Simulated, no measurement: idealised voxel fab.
Proc. module: voxel capacitor over wiring
160 nm wide, 5 nm square cells: that's cross-section cut.
Cross-section = grid of square cells, listed top down in bands; band = one or more rows.
What a band's entry tells you: where the top is and where the bottom is, as heights in nm, and after that what lies inside, material by material from left to right, each with its width in nm. Empty space is written as the word "blank", and a single material marked with the word "full width" occupies the band from edge to edge.
Height is counted from the level 0, under which the received wafer is composed throughout of one material. The lowest of the bands is not closed at the bottom but continues downward, in the notation "0 nm and below".
It should be noted that a width expressed as "30 to 40" varies in equal increments from row to row of cells within the band, taking the value of the first number at the top row and that of the second number at the bottom row.
Given "no modifications" for a step, no cell of the cross-section differs between before and after that step.
"Entrapped voids" means: voids of 8 cells or more that are shut off from the top with no open way through. Written width x height at distance, distance from the left edge, in nm.
On a step's line, text after the settings is the simulator commenting on that step.
The line of a step may include "overlay nm". On a step with a mask, this value is how far to the right of its planned place the mask lay. A negative value means the mask lay to the left.
Below you will find pairs of cross-sections. In each, one shows the wafer before one process step and the other after it, with the after view ending at the lowest band that changed. Under each pair is the step separating them, along with its settings. Do not assume the pairs form a chain: they can come from different runs of this module on the same starting wafer, and a pair continues from the pair above it only when its "Preceding state" entry says so.
PRECEDING STATE
  0 nm and below = Si full width
  Entrapped voids: none
STRUCTURE AFTER STEP
  10 nm to 0 nm = SiO2 full width
  Whatever lies below 0 is exactly as it was before.
  Entrapped voids: none
Between before and after as drawn above: CONFORMAL_DEP,material SiO2,thk nm 10
Preceding state: taken from the pair above, after panel.
STRUCTURE AFTER STEP
  15 nm to 10 nm = TiN full width
  Whatever lies below 10 is exactly as it was before.
  Entrapped voids: none
Between before and after as drawn above: DIRECTIONAL_DEP,material TiN,thk nm 5
Preceding state: taken from the pair above, after panel.
STRUCTURE AFTER STEP
  40 nm to 15 nm = Ru full width
  Whatever lies below 15 is exactly as it was before.
  Entrapped voids: none
Between before and after as drawn above: DIRECTIONAL_DEP,material Ru,thk nm 25
Preceding state: taken from the pair above, after panel.
STRUCTURE AFTER STEP
  50 nm to 40 nm = aC full width
  Whatever lies below 40 is exactly as it was before.
  Entrapped voids: none
Between before and after as drawn above: DIRECTIONAL_DEP,material aC,thk nm 10
Preceding state: taken from the pair above, after panel.
STRUCTURE AFTER STEP
  80 nm to 50 nm = blank 25; resist 20; blank 65; resist 20; blank 30
  Whatever lies below 50 is exactly as it was before.
  Entrapped voids: none
Between before and after as drawn above: PATTERN,tone cover,mask id METAL_1,material resist,width nm 20,pitch nm 85,thk nm 30,overlay nm 0
Preceding state: taken from the pair above, after panel.
STRUCTURE AFTER STEP
  70 nm to 50 nm = blank 25; resist 20; blank 65; resist 20; blank 30
  50 nm to 40 nm = blank 25; aC 20; blank 65; aC 20; blank 30
  Whatever lies below 40 is exactly as it was before.
  Entrapped voids: none
Between before and after as drawn above: DIRECTIONAL_ETCH,etch materials aC,depth nm 10
Preceding state: taken from the pair above, after panel.
STRUCTURE AFTER STEP
  50 nm to 40 nm = blank 25; aC 20; blank 65; aC 20; blank 30
  Whatever lies below 40 is exactly as it was before.
  Entrapped voids: none
Between before and after as drawn above: STRIP,etch materials resist
Preceding state: taken from the pair above, after panel.
STRUCTURE AFTER STEP
  50 nm to 40 nm = blank 25; aC 20; blank 65; aC 20; blank 30
  40 nm to 15 nm = blank 25; Ru 20; blank 65; Ru 20; blank 30
  Whatever lies below 15 is exactly as it was before.
  Entrapped voids: none
Between before and after as drawn above: DIRECTIONAL_ETCH,etch materials Ru,depth nm 25
Preceding state: taken from the pair above, after panel.
STRUCTURE AFTER STEP
  50 nm to 40 nm = blank 25; aC 20; blank 65; aC 20; blank 30
  40 nm to 15 nm = blank 25; Ru 20; blank 65; Ru 20; blank 30
  15 nm to 10 nm = blank 25; TiN 20; blank 65; TiN 20; blank 30
  Whatever lies below 10 is exactly as it was before.
  Entrapped voids: none
Between before and after as drawn above: DIRECTIONAL_ETCH,etch materials TiN,depth nm 5
Preceding state: taken from the pair above, after panel.
STRUCTURE AFTER STEP
  40 nm to 15 nm = blank 25; Ru 20; blank 65; Ru 20; blank 30
  Whatever lies below 15 is exactly as it was before.
  Entrapped voids: none
Between before and after as drawn above: STRIP,etch materials aC
Preceding state: taken from the pair above, after panel.
STRUCTURE AFTER STEP
  50 nm to 40 nm = lowk full width
  40 nm to 15 nm = lowk 25; Ru 20; lowk 65; Ru 20; lowk 30
  15 nm to 10 nm = lowk 25; TiN 20; lowk 65; TiN 20; lowk 30
  Whatever lies below 10 is exactly as it was before.
  Entrapped voids: none
Between before and after as drawn above: FILL_DEP,material lowk,thk nm 10
Preceding state: taken from the pair above, after panel.
STRUCTURE AFTER STEP
  40 nm to 15 nm = lowk 25; Ru 20; lowk 65; Ru 20; lowk 30
  Whatever lies below 15 is exactly as it was before.
  Entrapped voids: none
Between before and after as drawn above: CMP,height nm 40
Preceding state: taken from the pair above, after panel.
STRUCTURE AFTER STEP
  45 nm to 40 nm = SiCN full width
  Whatever lies below 40 is exactly as it was before.
  Entrapped voids: none
Between before and after as drawn above: CONFORMAL_DEP,material SiCN,thk nm 5
Preceding state: taken from the pair above, after panel.
STRUCTURE AFTER STEP
  60 nm to 45 nm = lowk full width
  Whatever lies below 45 is exactly as it was before.
  Entrapped voids: none
Between before and after as drawn above: DIRECTIONAL_DEP,material lowk,thk nm 15
Preceding state: taken from the pair above, after panel.
STRUCTURE AFTER STEP
  75 nm to 60 nm = resist 30; blank 15; resist 115
  Whatever lies below 60 is exactly as it was before.
  Entrapped voids: none
Between before and after as drawn above: PATTERN,tone open,mask id PLUG_1,material resist,width nm 15,thk nm 15,overlay nm 0
Preceding state: taken from the pair above, after panel.
STRUCTURE AFTER STEP
  75 nm to 60 nm = resist 30; blank 15; resist 115
  60 nm to 45 nm = lowk 30; blank 15; lowk 115
  Whatever lies below 45 is exactly as it was before.
  Entrapped voids: none
Between before and after as drawn above: DIRECTIONAL_ETCH,etch materials lowk,depth nm 15
Preceding state: taken from the pair above, after panel.
STRUCTURE AFTER STEP
  75 nm to 60 nm = resist 30; blank 15; resist 115
  60 nm to 45 nm = lowk 30; blank 15; lowk 115
  45 nm to 40 nm = SiCN 30; blank 15; SiCN 115
  Whatever lies below 40 is exactly as it was before.
  Entrapped voids: none
Between before and after as drawn above: DIRECTIONAL_ETCH,etch materials SiCN,depth nm 5
Preceding state: taken from the pair above, after panel.
STRUCTURE AFTER STEP
  60 nm to 45 nm = lowk 30; blank 15; lowk 115
  Whatever lies below 45 is exactly as it was before.
  Entrapped voids: none
Between before and after as drawn above: STRIP,etch materials resist
Preceding state: taken from the pair above, after panel.
STRUCTURE AFTER STEP
  60 nm to 50 nm = lowk 30; blank 15; lowk 115
  50 nm to 45 nm = lowk 30; Ru 15; lowk 115
  45 nm to 40 nm = SiCN 30; Ru 15; SiCN 115
  Whatever lies below 40 is exactly as it was before.
  Entrapped voids: none
Between before and after as drawn above: EPI,material Ru,thk nm 10
Preceding state: taken from the pair above, after panel.
STRUCTURE AFTER STEP
  60 nm to 45 nm = lowk 30; Ru 15; lowk 115
  Whatever lies below 45 is exactly as it was before.
  Entrapped voids: none
Between before and after as drawn above: EPI,material Ru,thk nm 10
Preceding state: taken from the pair above, after panel.
STRUCTURE AFTER STEP
  65 nm to 60 nm = TiN full width
  Whatever lies below 60 is exactly as it was before.
  Entrapped voids: none
Between before and after as drawn above: DIRECTIONAL_DEP,material TiN,thk nm 5
Preceding state: taken from the pair above, after panel.
STRUCTURE AFTER STEP
  70 nm to 65 nm = HfO2 full width
  Whatever lies below 65 is exactly as it was before.
  Entrapped voids: none
Between before and after as drawn above: DIRECTIONAL_DEP,material HfO2,thk nm 5
Preceding state: taken from the pair above, after panel.
STRUCTURE AFTER STEP
  80 nm to 70 nm = TiN full width
  Whatever lies below 70 is exactly as it was before.
  Entrapped voids: none
Between before and after as drawn above: DIRECTIONAL_DEP,material TiN,thk nm 10
Preceding state: taken from the pair above, after panel.
STRUCTURE AFTER STEP
  95 nm to 80 nm = blank 30; resist 70; blank 60
  Whatever lies below 80 is exactly as it was before.
  Entrapped voids: none
Between before and after as drawn above: PATTERN,tone cover,mask id UPPER_PLATE,material resist,width nm 70,thk nm 15,overlay nm 0
Preceding state: taken from the pair above, after panel.
STRUCTURE AFTER STEP
  95 nm to 80 nm = blank 30; resist 70; blank 60
  80 nm to 70 nm = blank 30; TiN 70; blank 60
  Whatever lies below 70 is exactly as it was before.
  Entrapped voids: none
Between before and after as drawn above: DIRECTIONAL_ETCH,etch materials TiN,depth nm 10
Preceding state: taken from the pair above, after panel.
STRUCTURE AFTER STEP
  95 nm to 80 nm = blank 30; resist 70; blank 60
  80 nm to 70 nm = blank 30; TiN 70; blank 60
  70 nm to 65 nm = blank 30; HfO2 70; blank 60
  Whatever lies below 65 is exactly as it was before.
  Entrapped voids: none
Between before and after as drawn above: DIRECTIONAL_ETCH,etch materials HfO2,depth nm 5
Preceding state: taken from the pair above, after panel.
STRUCTURE AFTER STEP
  80 nm to 70 nm = blank 30; TiN 70; blank 60
  Whatever lies below 70 is exactly as it was before.
  Entrapped voids: none
Between before and after as drawn above: STRIP,etch materials resist
Preceding state: taken from the pair above, after panel.
STRUCTURE AFTER STEP
  95 nm to 80 nm = blank 30; aC 70; blank 60
  80 nm to 70 nm = aC 30; TiN 70; aC 60
  70 nm to 65 nm = aC 30; HfO2 70; aC 60
  Whatever lies below 65 is exactly as it was before.
  Entrapped voids: none
Between before and after as drawn above: DIRECTIONAL_DEP,material aC,thk nm 15
Preceding state: taken from the pair above, after panel.
STRUCTURE AFTER STEP
  130 nm to 95 nm = blank 25; resist 80; blank 55
  95 nm to 80 nm = blank 25; resist 5; aC 70; resist 5; blank 55
  Whatever lies below 80 is exactly as it was before.
  Entrapped voids: none
Between before and after as drawn above: PATTERN,tone cover,mask id LOWER_PLATE,material resist,width nm 80,thk nm 35,overlay nm 0
Preceding state: taken from the pair above, after panel.
STRUCTURE AFTER STEP
  115 nm to 95 nm = blank 25; resist 80; blank 55
  95 nm to 80 nm = blank 25; resist 5; aC 70; resist 5; blank 55
  80 nm to 70 nm = blank 25; aC 5; TiN 70; aC 5; blank 55
  70 nm to 65 nm = blank 25; aC 5; HfO2 70; aC 5; blank 55
  Whatever lies below 65 is exactly as it was before.
  Entrapped voids: none
Between before and after as drawn above: DIRECTIONAL_ETCH,etch materials aC,depth nm 15
Preceding state: taken from the pair above, after panel.
STRUCTURE AFTER STEP
  95 nm to 80 nm = blank 30; aC 70; blank 60
  Whatever lies below 80 is exactly as it was before.
  Entrapped voids: none
Between before and after as drawn above: STRIP,etch materials resist
Preceding state: taken from the pair above, after panel.
STRUCTURE AFTER STEP
  95 nm to 80 nm = blank 30; aC 70; blank 60
  80 nm to 70 nm = blank 25; aC 5; TiN 70; aC 5; blank 55
  70 nm to 65 nm = blank 25; aC 5; HfO2 70; aC 5; blank 55
  65 nm to 60 nm = blank 25; TiN 80; blank 55
  Whatever lies below 60 is exactly as it was before.
  Entrapped voids: none
Between before and after as drawn above: DIRECTIONAL_ETCH,etch materials TiN,depth nm 5
Preceding state: taken from the pair above, after panel.
STRUCTURE AFTER STEP
  80 nm to 70 nm = blank 30; TiN 70; blank 60
  70 nm to 65 nm = blank 30; HfO2 70; blank 60
  Whatever lies below 65 is exactly as it was before.
  Entrapped voids: none
Between before and after as drawn above: STRIP,etch materials aC
Preceding state: taken from the pair above, after panel.
STRUCTURE AFTER STEP
  95 nm to 80 nm = SiO2 full width
  80 nm to 70 nm = SiO2 30; TiN 70; SiO2 60
  70 nm to 65 nm = SiO2 30; HfO2 70; SiO2 60
  65 nm to 60 nm = SiO2 25; TiN 80; SiO2 55
  Whatever lies below 60 is exactly as it was before.
  Entrapped voids: none
Between before and after as drawn above: FILL_DEP,material SiO2,thk nm 15
Preceding state: taken from the pair above, after panel.
STRUCTURE AFTER STEP
  90 nm to 80 nm = SiO2 full width
  Whatever lies below 80 is exactly as it was before.
  Entrapped voids: none
Between before and after as drawn above: CMP,height nm 90
Preceding state: taken from the pair above, after panel.
STRUCTURE AFTER STEP
  90 nm to 80 nm = SiO2 40; blank 15; SiO2 105
  Whatever lies below 80 is exactly as it was before.
  Entrapped voids: none
Between before and after as drawn above: MASKED_ETCH,tone open,mask id PLUG_2,width nm 15,etch materials SiO2,depth nm 10,overlay nm 0
Preceding state: taken from the pair above, after panel.
STRUCTURE AFTER STEP
  95 nm to 90 nm = TiN 45; blank 5; TiN 110
  90 nm to 85 nm = SiO2 40; TiN 5; blank 5; TiN 5; SiO2 105
  85 nm to 80 nm = SiO2 40; TiN 15; SiO2 105
  Whatever lies below 80 is exactly as it was before.
  Entrapped voids: none
Between before and after as drawn above: CONFORMAL_DEP,material TiN,thk nm 5
Preceding state: taken from the pair above, after panel.
STRUCTURE AFTER STEP
  105 nm to 95 nm = Ru full width
  95 nm to 90 nm = TiN 45; Ru 5; TiN 110
  90 nm to 85 nm = SiO2 40; TiN 5; Ru 5; TiN 5; SiO2 105
  Whatever lies below 85 is exactly as it was before.
  Entrapped voids: none
Between before and after as drawn above: FILL_DEP,material Ru,thk nm 10
Preceding state: taken from the pair above, after panel.
STRUCTURE AFTER STEP
  90 nm to 85 nm = SiO2 40; TiN 5; Ru 5; TiN 5; SiO2 105
  Whatever lies below 85 is exactly as it was before.
  Entrapped voids: none
Between before and after as drawn above: CMP,height nm 90
Preceding state: taken from the pair above, after panel.
STRUCTURE AFTER STEP
  95 nm to 90 nm = SiCN full width
  Whatever lies below 90 is exactly as it was before.
  Entrapped voids: none
Between before and after as drawn above: CONFORMAL_DEP,material SiCN,thk nm 5
PRECEDING STATE
  10 nm to 0 nm = SiO2 full width
  0 nm and below = Si full width
  Entrapped voids: none
STRUCTURE AFTER STEP
  35 nm to 10 nm = Ru full width
  Whatever lies below 10 is exactly as it was before.
  Entrapped voids: none
Between before and after as drawn above: DIRECTIONAL_DEP,material Ru,thk nm 25
Preceding state: taken from the pair above, after panel.
STRUCTURE AFTER STEP
  45 nm to 35 nm = aC full width
  Whatever lies below 35 is exactly as it was before.
  Entrapped voids: none
Between before and after as drawn above: DIRECTIONAL_DEP,material aC,thk nm 10
Preceding state: taken from the pair above, after panel.
STRUCTURE AFTER STEP
  75 nm to 45 nm = blank 25; resist 20; blank 65; resist 20; blank 30
  Whatever lies below 45 is exactly as it was before.
  Entrapped voids: none
Between before and after as drawn above: PATTERN,tone cover,mask id METAL_1,material resist,width nm 20,pitch nm 85,thk nm 30,overlay nm 0
Preceding state: taken from the pair above, after panel.
STRUCTURE AFTER STEP
  65 nm to 45 nm = blank 25; resist 20; blank 65; resist 20; blank 30
  45 nm to 35 nm = blank 25; aC 20; blank 65; aC 20; blank 30
  Whatever lies below 35 is exactly as it was before.
  Entrapped voids: none
Between before and after as drawn above: DIRECTIONAL_ETCH,etch materials aC,depth nm 10
Preceding state: taken from the pair above, after panel.
STRUCTURE AFTER STEP
  45 nm to 35 nm = blank 25; aC 20; blank 65; aC 20; blank 30
  Whatever lies below 35 is exactly as it was before.
  Entrapped voids: none
Between before and after as drawn above: STRIP,etch materials resist
Preceding state: taken from the pair above, after panel.
STRUCTURE AFTER STEP
  45 nm to 35 nm = blank 25; aC 20; blank 65; aC 20; blank 30
  35 nm to 10 nm = blank 25; Ru 20; blank 65; Ru 20; blank 30
  Whatever lies below 10 is exactly as it was before.
  Entrapped voids: none
Between before and after as drawn above: DIRECTIONAL_ETCH,etch materials Ru,depth nm 25
Preceding state: taken from the pair above, after panel.
STRUCTURE AFTER STEP
  35 nm to 10 nm = blank 25; Ru 20; blank 65; Ru 20; blank 30
  Whatever lies below 10 is exactly as it was before.
  Entrapped voids: none
Between before and after as drawn above: STRIP,etch materials aC
Preceding state: taken from the pair above, after panel.
STRUCTURE AFTER STEP
  45 nm to 35 nm = lowk full width
  35 nm to 10 nm = lowk 25; Ru 20; lowk 65; Ru 20; lowk 30
  Whatever lies below 10 is exactly as it was before.
  Entrapped voids: none
Between before and after as drawn above: FILL_DEP,material lowk,thk nm 10
Preceding state: taken from the pair above, after panel.
STRUCTURE AFTER STEP
  40 nm to 35 nm = lowk full width
  Whatever lies below 35 is exactly as it was before.
  Entrapped voids: none
Between before and after as drawn above: CMP,height nm 40
Preceding state: taken from the pair above, after panel.
STRUCTURE AFTER STEP
  45 nm to 40 nm = SiCN full width
  Whatever lies below 40 is exactly as it was before.
  Entrapped voids: none
Between before and after as drawn above: CONFORMAL_DEP,material SiCN,thk nm 5
Preceding state: taken from the pair above, after panel.
STRUCTURE AFTER STEP
  60 nm to 45 nm = lowk full width
  Whatever lies below 45 is exactly as it was before.
  Entrapped voids: none
Between before and after as drawn above: DIRECTIONAL_DEP,material lowk,thk nm 15
Preceding state: taken from the pair above, after panel.
STRUCTURE AFTER STEP
  75 nm to 60 nm = resist 30; blank 15; resist 115
  Whatever lies below 60 is exactly as it was before.
  Entrapped voids: none
Between before and after as drawn above: PATTERN,tone open,mask id PLUG_1,material resist,width nm 15,thk nm 15,overlay nm 0
Preceding state: taken from the pair above, after panel.
STRUCTURE AFTER STEP
  75 nm to 60 nm = resist 30; blank 15; resist 115
  60 nm to 45 nm = lowk 30; blank 15; lowk 115
  Whatever lies below 45 is exactly as it was before.
  Entrapped voids: none
Between before and after as drawn above: DIRECTIONAL_ETCH,etch materials lowk,depth nm 15
Preceding state: taken from the pair above, after panel.
STRUCTURE AFTER STEP
  75 nm to 60 nm = resist 30; blank 15; resist 115
  60 nm to 45 nm = lowk 30; blank 15; lowk 115
  45 nm to 40 nm = SiCN 30; blank 15; SiCN 115
  Whatever lies below 40 is exactly as it was before.
  Entrapped voids: none
Between before and after as drawn above: DIRECTIONAL_ETCH,etch materials SiCN,depth nm 5
Preceding state: taken from the pair above, after panel.
STRUCTURE AFTER STEP
  60 nm to 45 nm = lowk 30; blank 15; lowk 115
  Whatever lies below 45 is exactly as it was before.
  Entrapped voids: none
Between before and after as drawn above: STRIP,etch materials resist
Preceding state: taken from the pair above, after panel.
STRUCTURE AFTER STEP
  65 nm to 60 nm = TiN 30; blank 15; TiN 115
  60 nm to 45 nm = lowk 30; blank 15; lowk 115
  45 nm to 40 nm = SiCN 30; TiN 15; SiCN 115
  Whatever lies below 40 is exactly as it was before.
  Entrapped voids: none
Between before and after as drawn above: DIRECTIONAL_DEP,material TiN,thk nm 5
Preceding state: taken from the pair above, after panel.
STRUCTURE AFTER STEP
  70 nm to 65 nm = HfO2 30; blank 15; HfO2 115
  65 nm to 60 nm = TiN 30; blank 15; TiN 115
  60 nm to 50 nm = lowk 30; blank 15; lowk 115
  50 nm to 45 nm = lowk 30; HfO2 15; lowk 115
  Whatever lies below 45 is exactly as it was before.
  Entrapped voids: none
Between before and after as drawn above: DIRECTIONAL_DEP,material HfO2,thk nm 5
Preceding state: taken from the pair above, after panel.
STRUCTURE AFTER STEP
  80 nm to 70 nm = TiN 30; blank 15; TiN 115
  70 nm to 65 nm = HfO2 30; blank 15; HfO2 115
  65 nm to 60 nm = TiN 30; blank 15; TiN 115
  60 nm to 50 nm = lowk 30; TiN 15; lowk 115
  Whatever lies below 50 is exactly as it was before.
  Entrapped voids: none
Between before and after as drawn above: DIRECTIONAL_DEP,material TiN,thk nm 10
Preceding state: taken from the pair above, after panel.
STRUCTURE AFTER STEP
  95 nm to 80 nm = blank 30; resist 70; blank 60
  80 nm to 70 nm = TiN 30; resist 15; TiN 115
  70 nm to 65 nm = HfO2 30; resist 15; HfO2 115
  65 nm to 60 nm = TiN 30; resist 15; TiN 115
  Whatever lies below 60 is exactly as it was before.
  Entrapped voids: none
Between before and after as drawn above: PATTERN,tone cover,mask id UPPER_PLATE,material resist,width nm 70,thk nm 15,overlay nm 0
Preceding state: taken from the pair above, after panel.
STRUCTURE AFTER STEP
  95 nm to 80 nm = blank 30; resist 70; blank 60
  80 nm to 70 nm = blank 30; resist 15; TiN 55; blank 60
  Whatever lies below 70 is exactly as it was before.
  Entrapped voids: none
Between before and after as drawn above: DIRECTIONAL_ETCH,etch materials TiN,depth nm 10
Preceding state: taken from the pair above, after panel.
STRUCTURE AFTER STEP
  95 nm to 80 nm = blank 30; resist 70; blank 60
  80 nm to 70 nm = blank 30; resist 15; TiN 55; blank 60
  70 nm to 65 nm = blank 30; resist 15; HfO2 55; blank 60
  Whatever lies below 65 is exactly as it was before.
  Entrapped voids: none
Between before and after as drawn above: DIRECTIONAL_ETCH,etch materials HfO2,depth nm 5
Preceding state: taken from the pair above, after panel.
STRUCTURE AFTER STEP
  80 nm to 70 nm = blank 45; TiN 55; blank 60
  70 nm to 65 nm = blank 45; HfO2 55; blank 60
  65 nm to 60 nm = TiN 30; blank 15; TiN 115
  Whatever lies below 60 is exactly as it was before.
  Entrapped voids: none
Between before and after as drawn above: STRIP,etch materials resist
Preceding state: taken from the pair above, after panel.
STRUCTURE AFTER STEP
  95 nm to 80 nm = blank 45; aC 55; blank 60
  80 nm to 75 nm = aC 30; blank 15; TiN 55; aC 60
  75 nm to 70 nm = aC 45; TiN 55; aC 60
  70 nm to 65 nm = aC 45; HfO2 55; aC 60
  65 nm to 60 nm = TiN 30; aC 15; TiN 115
  Whatever lies below 60 is exactly as it was before.
  Entrapped voids: none
Between before and after as drawn above: DIRECTIONAL_DEP,material aC,thk nm 15
Preceding state: taken from the pair above, after panel.
STRUCTURE AFTER STEP
  130 nm to 95 nm = blank 25; resist 80; blank 55
  95 nm to 80 nm = blank 25; resist 20; aC 55; resist 5; blank 55
  80 nm to 75 nm = aC 30; resist 15; TiN 55; aC 60
  Whatever lies below 75 is exactly as it was before.
  Entrapped voids: none
Between before and after as drawn above: PATTERN,tone cover,mask id LOWER_PLATE,material resist,width nm 80,thk nm 35,overlay nm 0
Preceding state: taken from the pair above, after panel.
STRUCTURE AFTER STEP
  115 nm to 95 nm = blank 25; resist 80; blank 55
  95 nm to 80 nm = blank 25; resist 20; aC 55; resist 5; blank 55
  80 nm to 75 nm = blank 25; aC 5; resist 15; TiN 55; aC 5; blank 55
  75 nm to 70 nm = blank 25; aC 20; TiN 55; aC 5; blank 55
  70 nm to 65 nm = blank 25; aC 20; HfO2 55; aC 5; blank 55
  Whatever lies below 65 is exactly as it was before.
  Entrapped voids: none
Between before and after as drawn above: DIRECTIONAL_ETCH,etch materials aC,depth nm 15
Preceding state: taken from the pair above, after panel.
STRUCTURE AFTER STEP
  95 nm to 80 nm = blank 45; aC 55; blank 60
  80 nm to 75 nm = blank 25; aC 5; blank 15; TiN 55; aC 5; blank 55
  Whatever lies below 75 is exactly as it was before.
  Entrapped voids: none
Between before and after as drawn above: STRIP,etch materials resist
Preceding state: taken from the pair above, after panel.
STRUCTURE AFTER STEP
  95 nm to 80 nm = blank 45; aC 55; blank 60
  80 nm to 75 nm = blank 25; aC 5; blank 15; TiN 55; aC 5; blank 55
  75 nm to 70 nm = blank 25; aC 20; TiN 55; aC 5; blank 55
  70 nm to 65 nm = blank 25; aC 20; HfO2 55; aC 5; blank 55
  65 nm to 60 nm = blank 25; TiN 5; aC 15; TiN 60; blank 55
  Whatever lies below 60 is exactly as it was before.
  Entrapped voids: none
Between before and after as drawn above: DIRECTIONAL_ETCH,etch materials TiN,depth nm 5
Preceding state: taken from the pair above, after panel.
STRUCTURE AFTER STEP
  80 nm to 70 nm = blank 45; TiN 55; blank 60
  70 nm to 65 nm = blank 45; HfO2 55; blank 60
  65 nm to 60 nm = blank 25; TiN 5; blank 15; TiN 60; blank 55
  Whatever lies below 60 is exactly as it was before.
  Entrapped voids: none
Between before and after as drawn above: STRIP,etch materials aC
Preceding state: taken from the pair above, after panel.
STRUCTURE AFTER STEP
  95 nm to 80 nm = SiO2 full width
  80 nm to 70 nm = SiO2 45; TiN 55; SiO2 60
  70 nm to 65 nm = SiO2 45; HfO2 55; SiO2 60
  65 nm to 60 nm = SiO2 25; TiN 5; SiO2 15; TiN 60; SiO2 55
  Whatever lies below 60 is exactly as it was before.
  Entrapped voids: none
Between before and after as drawn above: FILL_DEP,material SiO2,thk nm 15
Preceding state: taken from the pair above, after panel.
STRUCTURE AFTER STEP
  90 nm to 80 nm = SiO2 full width
  Whatever lies below 80 is exactly as it was before.
  Entrapped voids: none
Between before and after as drawn above: CMP,height nm 90
Preceding state: taken from the pair above, after panel.
STRUCTURE AFTER STEP
  90 nm to 80 nm = SiO2 40; blank 15; SiO2 105
  Whatever lies below 80 is exactly as it was before.
  Entrapped voids: none
Between before and after as drawn above: MASKED_ETCH,tone open,mask id PLUG_2,width nm 15,etch materials SiO2,depth nm 10,overlay nm 0
Preceding state: taken from the pair above, after panel.
STRUCTURE AFTER STEP
  95 nm to 90 nm = TiN 45; blank 5; TiN 110
  90 nm to 85 nm = SiO2 40; TiN 5; blank 5; TiN 5; SiO2 105
  85 nm to 80 nm = SiO2 40; TiN 15; SiO2 105
  Whatever lies below 80 is exactly as it was before.
  Entrapped voids: none
Between before and after as drawn above: CONFORMAL_DEP,material TiN,thk nm 5
Preceding state: taken from the pair above, after panel.
STRUCTURE AFTER STEP
  105 nm to 95 nm = Ru full width
  95 nm to 90 nm = TiN 45; Ru 5; TiN 110
  90 nm to 85 nm = SiO2 40; TiN 5; Ru 5; TiN 5; SiO2 105
  Whatever lies below 85 is exactly as it was before.
  Entrapped voids: none
Between before and after as drawn above: FILL_DEP,material Ru,thk nm 10
Preceding state: taken from the pair above, after panel.
STRUCTURE AFTER STEP
  90 nm to 85 nm = SiO2 40; TiN 5; Ru 5; TiN 5; SiO2 105
  Whatever lies below 85 is exactly as it was before.
  Entrapped voids: none
Between before and after as drawn above: CMP,height nm 90
Preceding state: taken from the pair above, after panel.
STRUCTURE AFTER STEP
  95 nm to 90 nm = SiCN full width
  Whatever lies below 90 is exactly as it was before.
  Entrapped voids: none
Between before and after as drawn above: CONFORMAL_DEP,material SiCN,thk nm 5
PRECEDING STATE
  60 nm to 45 nm = lowk full width
  45 nm to 40 nm = SiCN full width
  40 nm to 15 nm = lowk 25; Ru 20; lowk 65; Ru 20; lowk 30
  15 nm to 10 nm = lowk 25; TiN 20; lowk 65; TiN 20; lowk 30
  10 nm to 0 nm = SiO2 full width
  0 nm and below = Si full width
  Entrapped voids: none
STRUCTURE AFTER STEP
  75 nm to 45 nm = lowk full width
  Whatever lies below 45 is exactly as it was before.
  Entrapped voids: none
Between before and after as drawn above: DIRECTIONAL_DEP,material lowk,thk nm 15
Preceding state: taken from the pair above, after panel.
STRUCTURE AFTER STEP
  90 nm to 75 nm = resist 30; blank 15; resist 115
  Whatever lies below 75 is exactly as it was before.
  Entrapped voids: none
Between before and after as drawn above: PATTERN,tone open,mask id PLUG_1,material resist,width nm 15,thk nm 15,overlay nm 0
Preceding state: taken from the pair above, after panel.
STRUCTURE AFTER STEP
  90 nm to 75 nm = resist 30; blank 15; resist 115
  75 nm to 60 nm = lowk 30; blank 15; lowk 115
  Whatever lies below 60 is exactly as it was before.
  Entrapped voids: none
Between before and after as drawn above: DIRECTIONAL_ETCH,etch materials lowk,depth nm 15
Preceding state: taken from the pair above, after panel.
STRUCTURE AFTER STEP
  75 nm to 60 nm = lowk 30; blank 15; lowk 115
  Whatever lies below 60 is exactly as it was before.
  Entrapped voids: none
Between before and after as drawn above: STRIP,etch materials resist
Preceding state: taken from the pair above, after panel.
STRUCTURE AFTER STEP
  80 nm to 75 nm = TiN 30; blank 15; TiN 115
  75 nm to 65 nm = lowk 30; blank 15; lowk 115
  65 nm to 60 nm = lowk 30; TiN 15; lowk 115
  Whatever lies below 60 is exactly as it was before.
  Entrapped voids: none
Between before and after as drawn above: DIRECTIONAL_DEP,material TiN,thk nm 5
Preceding state: taken from the pair above, after panel.
STRUCTURE AFTER STEP
  85 nm to 80 nm = HfO2 30; blank 15; HfO2 115
  80 nm to 75 nm = TiN 30; blank 15; TiN 115
  75 nm to 70 nm = lowk 30; blank 15; lowk 115
  70 nm to 65 nm = lowk 30; HfO2 15; lowk 115
  Whatever lies below 65 is exactly as it was before.
  Entrapped voids: none
Between before and after as drawn above: DIRECTIONAL_DEP,material HfO2,thk nm 5
Preceding state: taken from the pair above, after panel.
STRUCTURE AFTER STEP
  95 nm to 85 nm = TiN 30; blank 15; TiN 115
  85 nm to 80 nm = HfO2 30; blank 15; HfO2 115
  80 nm to 75 nm = TiN full width
  75 nm to 70 nm = lowk 30; TiN 15; lowk 115
  Whatever lies below 70 is exactly as it was before.
  Entrapped voids: none
Between before and after as drawn above: DIRECTIONAL_DEP,material TiN,thk nm 10
Preceding state: taken from the pair above, after panel.
STRUCTURE AFTER STEP
  110 nm to 95 nm = blank 30; resist 70; blank 60
  95 nm to 85 nm = TiN 30; resist 15; TiN 115
  85 nm to 80 nm = HfO2 30; resist 15; HfO2 115
  Whatever lies below 80 is exactly as it was before.
  Entrapped voids: none
Between before and after as drawn above: PATTERN,tone cover,mask id UPPER_PLATE,material resist,width nm 70,thk nm 15,overlay nm 0
Preceding state: taken from the pair above, after panel.
STRUCTURE AFTER STEP
  110 nm to 95 nm = blank 30; resist 70; blank 60
  95 nm to 85 nm = blank 30; resist 15; TiN 55; blank 60
  Whatever lies below 85 is exactly as it was before.
  Entrapped voids: none
Between before and after as drawn above: DIRECTIONAL_ETCH,etch materials TiN,depth nm 10
Preceding state: taken from the pair above, after panel.
STRUCTURE AFTER STEP
  110 nm to 95 nm = blank 30; resist 70; blank 60
  95 nm to 85 nm = blank 30; resist 15; TiN 55; blank 60
  85 nm to 80 nm = blank 30; resist 15; HfO2 55; blank 60
  Whatever lies below 80 is exactly as it was before.
  Entrapped voids: none
Between before and after as drawn above: DIRECTIONAL_ETCH,etch materials HfO2,depth nm 5
Preceding state: taken from the pair above, after panel.
STRUCTURE AFTER STEP
  95 nm to 85 nm = blank 45; TiN 55; blank 60
  85 nm to 80 nm = blank 45; HfO2 55; blank 60
  Whatever lies below 80 is exactly as it was before.
  Entrapped voids: none
Between before and after as drawn above: STRIP,etch materials resist
Preceding state: taken from the pair above, after panel.
STRUCTURE AFTER STEP
  110 nm to 95 nm = blank 45; aC 55; blank 60
  95 nm to 85 nm = aC 45; TiN 55; aC 60
  85 nm to 80 nm = aC 45; HfO2 55; aC 60
  Whatever lies below 80 is exactly as it was before.
  Entrapped voids: none
Between before and after as drawn above: DIRECTIONAL_DEP,material aC,thk nm 15
